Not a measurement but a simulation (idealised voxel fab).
Name of the process module below: voxel self aligned vias
215 nm wide, 5 nm square cells: that's cross-section cut.
Cross-sections here: square-cell grids, written as top-down lists of bands, a band being one or more rows of cells.
The entry gives the band's vertical extent as a top height and a bottom height in nm, then its horizontal make-up as materials from left to right, each with a width in nm. "air" stands for empty space; a single material marked "full width" fills the band edge to edge.
Note: height 0 marks the level under which the wafer is uniformly one material as received. Lowest band unbounded below, written "0..down".
Width: "30..40" (first number = top row, second number = bottom row, same change from row to row of cells).
"all unchanged", as given for a step, is the statement that not any cell of the cross-section underwent a change during that step.
Heads up: "Completely enclosed voids" only lists the empty pockets with no open path to the top that are 8 cells or more, and it writes them as width x height at distance, distance from the left edge, in nm.
Past the settings on a step's line: simulator remark, on that step.
overlay nm: on a step with a mask, how far right of its planned place the mask lay; negative means left.
### Planned process steps
1. op RECEIVE | material Si
2. op CONFORMAL_DEP | material SiO2 | thk nm 15
3. op CONFORMAL_DEP | material SiCN | thk nm 5
4. op DIRECTIONAL_DEP | material SiO2 | thk nm 30
5. op DIRECTIONAL_DEP | material aC | thk nm 15
6. op PATTERN | tone open | mask id LINES | material resist | width nm 25 | pitch nm 65 | thk nm 30 | overlay nm 0
7. op DIRECTIONAL_ETCH | etch materials aC | depth nm 15
8. op STRIP | etch materials resist
9. op DIRECTIONAL_ETCH | etch materials SiO2 | depth nm 30
10. op STRIP | etch materials aC
11. op CONFORMAL_DEP | material TiN | thk nm 5
12. op FILL_DEP | material Ru | thk nm 5
13. op CMP | height nm 50
14. op SELECTIVE_ETCH | etch materials W Ru TiN | depth nm 5
15. op FILL_DEP | material SiN | thk nm 10
16. op CMP | height nm 50
17. op DIRECTIONAL_DEP | material SiO2 | thk nm 20
18. op PATTERN | tone open | mask id VIAS | material resist | width nm 35 | pitch nm 65 | thk nm 15 | overlay nm 0
19. op DIRECTIONAL_ETCH | etch materials SiO2 | depth nm 20
20. op DIRECTIONAL_ETCH | etch materials SiN | depth nm 5
21. op STRIP | etch materials resist
22. op CONFORMAL_DEP | material TiN | thk nm 5
23. op FILL_DEP | material W | thk nm 10
24. op CMP | height nm 70
25. op CONFORMAL_DEP | material SiCN | thk nm 5
### Cross-section of the wafer upon arrival, representing the state reached after step 1
	0..down: Si full width
	Completely enclosed voids: none
### Post-module cross-section of the first of two wafers (run per plan)
	75..70: SiCN full width
	70..55: SiO2 25, then TiN 5, then W 25, then TiN 5, then SiO2 30, then TiN 5, then W 25, then TiN 5, then SiO2 30, then TiN 5, then W 25, then TiN 5, then SiO2 25
	55..50: SiO2 25, then TiN 10, then W 15, then TiN 10, then SiO2 30, then TiN 10, then W 15, then TiN 10, then SiO2 30, then TiN 10, then W 15, then TiN 10, then SiO2 25
	50..45: SiO2 30, then TiN 25, then SiO2 40, then TiN 25, then SiO2 40, then TiN 25, then SiO2 30
	45..25: SiO2 30, then TiN 5, then Ru 15, then TiN 5, then SiO2 40, then TiN 5, then Ru 15, then TiN 5, then SiO2 40, then TiN 5, then Ru 15, then TiN 5, then SiO2 30
	25..20: SiO2 30, then TiN 25, then SiO2 40, then TiN 25, then SiO2 40, then TiN 25, then SiO2 30
	20..15: SiCN full width
	15..0: SiO2 full width
	0..down: Si full width
	Completely enclosed voids: none
### Wafer two, sectioned after the module: the first wafer's start, the first wafer's plan, and one mistake in how it was run
	75..70: SiCN full width
	70..55: SiO2 25, then TiN 5, then W 25, then TiN 5, then SiO2 30, then TiN 5, then W 25, then TiN 5, then SiO2 30, then TiN 5, then W 25, then TiN 5, then SiO2 25
	55..50: SiO2 25, then TiN 10, then W 15, then TiN 10, then SiO2 30, then TiN 10, then W 15, then TiN 10, then SiO2 30, then TiN 10, then W 15, then TiN 10, then SiO2 25
	50..45: SiO2 30, then TiN 25, then SiO2 40, then TiN 25, then SiO2 40, then TiN 25, then SiO2 30
	45..25: SiO2 30, then TiN 5, then Ru 15, then TiN 5, then SiO2 40, then TiN 5, then Ru 15, then TiN 5, then SiO2 40, then TiN 5, then Ru 15, then TiN 5, then SiO2 30
	25..20: SiO2 30, then TiN 25, then SiO2 40, then TiN 25, then SiO2 40, then TiN 25, then SiO2 30
	20..5: SiO2 full width
	5..0: SiCN full width
	0..down: Si full width
	Completely enclosed voids: none
Heads up, the wafer didn't run the way we planned it: the executed order of steps 2 and 3 is the reverse of that specified in the plan, each step having taken the other's position
End check, second vs first wafer: material counts in cells match, positions do not.
